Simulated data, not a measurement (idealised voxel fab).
process module | voxel transistor to metal
cross-section cut | 290 nm wide | cells 5 nm
A cross-section is a grid of square cells, given in bands from the top down. A band is one or more rows of cells.
Each band's line starts with the height of the band's top and of its bottom, in nm. Then come its materials from left to right, each with its width in nm. One material with "throughout" fills the band from edge to edge. "air" is empty space.
Height 0 is the level under which the wafer as received is all one material. The lowest band goes on downwards, as in "0 down".
A width such as "30 to 40" changes by the same amount from each row of cells to the next, from the band's top row to its bottom row.
"no change" after a step means that no cell of the cross-section changed.
closed voids: empty space of 8 cells or more with no open way to the top, each as width x height at its distance from the left edge, in nm
after a step's settings: what the simulator itself notes on the step
overlay nm, on a step with a mask: how far to the right of its planned place the mask lay; to the left if negative
plan
1 op RECEIVE | material Si
2 op OXIDIZE | depth nm 5
3 op CONFORMAL_DEP | material SiN | thk nm 10
4 op PATTERN | tone cover | mask id ACTIVE | material resist | width nm 115 | pitch nm 140 | thk nm 15 | overlay nm 0
5 op DIRECTIONAL_ETCH | etch materials SiN | depth nm 10
6 op DIRECTIONAL_ETCH | etch materials SiO2 | depth nm 5
7 op DIRECTIONAL_ETCH | etch materials Si | depth nm 20
8 op STRIP | etch materials resist
9 op FILL_DEP | material SiO2 | thk nm 10
10 op CMP | height nm 10
11 op SELECTIVE_ETCH | etch materials SiO2 | depth nm 5
12 op STRIP | etch materials SiN
13 op SELECTIVE_ETCH | etch materials SiO2 | depth nm 5
14 op OXIDIZE | depth nm 5
15 op DIRECTIONAL_DEP | material polySi | thk nm 30
16 op DIRECTIONAL_DEP | material SiCN | thk nm 15
17 op DIRECTIONAL_DEP | material aC | thk nm 10
18 op PATTERN | tone cover | mask id GATE | material resist | width nm 25 | pitch nm 140 | thk nm 25 | overlay nm 0
19 op DIRECTIONAL_ETCH | etch materials aC | depth nm 10
20 op STRIP | etch materials resist
21 op DIRECTIONAL_ETCH | etch materials SiCN | depth nm 25
22 op DIRECTIONAL_ETCH | etch materials polySi | depth nm 40
23 op STRIP | etch materials aC
24 op CONFORMAL_DEP | material SiO2 | thk nm 5
25 op DIRECTIONAL_ETCH | etch materials SiO2 | depth nm 5
26 op CONFORMAL_DEP | material SiN | thk nm 10
27 op DIRECTIONAL_ETCH | etch materials SiN | depth nm 10
28 op DIRECTIONAL_ETCH | etch materials SiO2 | depth nm 5
29 op DIRECTIONAL_ETCH | etch materials Si | depth nm 15
30 op EPI | material SiGe | thk nm 15
31 op FILL_DEP | material SiO2 | thk nm 5
32 op CMP | height nm 40
33 op DIRECTIONAL_DEP | material SiO2 | thk nm 15
34 op MASKED_ETCH | tone open | mask id CONTACT | width nm 30 | etch materials SiO2 | depth nm 50 | overlay nm 0
35 op CONFORMAL_DEP | material TiN | thk nm 5
36 op FILL_DEP | material W | thk nm 5
37 op CMP | height nm 55
38 op CONFORMAL_DEP | material SiN | thk nm 5
39 op DIRECTIONAL_DEP | material lowk | thk nm 15
40 op MASKED_ETCH | tone open | mask id METAL_1 | width nm 20 | etch materials lowk | depth nm 15 | overlay nm 0
41 op MASKED_ETCH | tone open | mask id METAL_1 | width nm 20 | etch materials SiN | depth nm 5 | overlay nm 0
42 op CONFORMAL_DEP | material TiN | thk nm 5
43 op FILL_DEP | material Cu | thk nm 10
44 op CMP | height nm 75
45 op EPI | material Ru | thk nm 5
46 op FILL_DEP | material SiCN | thk nm 5
as received, after step 1
  0 down: Si throughout
  closed voids: none
a wafer at the end: this start, this plan, one mistake
  85 to 80: SiCN throughout
  80 to 75: SiCN 20 | Ru 30 | SiCN 45 | Ru 30 | SiCN 35 | Ru 30 | SiCN 45 | Ru 30 | SiCN 25
  75 to 60: lowk 25 | TiN 5 | Cu 10 | TiN 5 | lowk 55 | TiN 5 | Cu 10 | TiN 5 | lowk 45 | TiN 5 | Cu 10 | TiN 5 | lowk 55 | TiN 5 | Cu 10 | TiN 5 | lowk 30
  60 to 55: SiN 25 | TiN 20 | SiN 55 | TiN 20 | SiN 45 | TiN 20 | SiN 55 | TiN 20 | SiN 30
  55 to 45: SiO2 25 | TiN 5 | W 20 | TiN 5 | SiO2 35 | TiN 5 | W 20 | TiN 5 | SiO2 45 | TiN 5 | W 20 | TiN 5 | SiO2 35 | TiN 5 | W 20 | TiN 5 | SiO2 30
  45 to 40: SiO2 25 | TiN 5 | W 15 | TiN 10 | SiO2 35 | TiN 10 | W 15 | TiN 5 | SiO2 45 | TiN 5 | W 15 | TiN 10 | SiO2 35 | TiN 10 | W 15 | TiN 5 | SiO2 30
  40 to 25: SiO2 25 | TiN 5 | W 15 | TiN 5 | SiN 10 | SiCN 25 | SiN 10 | TiN 5 | W 15 | TiN 5 | SiO2 45 | TiN 5 | W 15 | TiN 5 | SiN 10 | SiCN 25 | SiN 10 | TiN 5 | W 15 | TiN 5 | SiO2 30
  25 to 10: SiO2 25 | TiN 5 | W 15 | TiN 5 | SiN 10 | polySi 25 | SiN 10 | TiN 5 | W 15 | TiN 5 | SiO2 45 | TiN 5 | W 15 | TiN 5 | SiN 10 | polySi 25 | SiN 10 | TiN 5 | W 15 | TiN 5 | SiO2 30
  10 to 5: SiO2 25 | TiN 25 | SiN 10 | polySi 25 | SiN 10 | TiN 25 | SiO2 45 | TiN 25 | SiN 10 | polySi 25 | SiN 10 | TiN 25 | SiO2 30
  5 to -5: SiO2 10 | SiGe 40 | SiN 10 | polySi 25 | SiN 10 | SiGe 40 | SiO2 15 | SiGe 40 | SiN 10 | polySi 25 | SiN 10 | SiGe 40 | SiO2 15
  -5 to -10: SiO2 10 | SiN 10 | SiGe 30 | SiN 10 | SiO2 25 | SiN 10 | SiGe 30 | SiN 10 | SiO2 15 | SiN 10 | SiGe 30 | SiN 10 | SiO2 25 | SiN 10 | SiGe 30 | SiN 10 | SiO2 15
  -10 to -25: SiO2 15 | Si 5 | SiGe 30 | Si 45 | SiGe 30 | Si 5 | SiO2 25 | Si 5 | SiGe 30 | Si 45 | SiGe 30 | Si 5 | SiO2 20
  -25 down: Si throughout
  closed voids: none
what went wrong: step 24 was left out
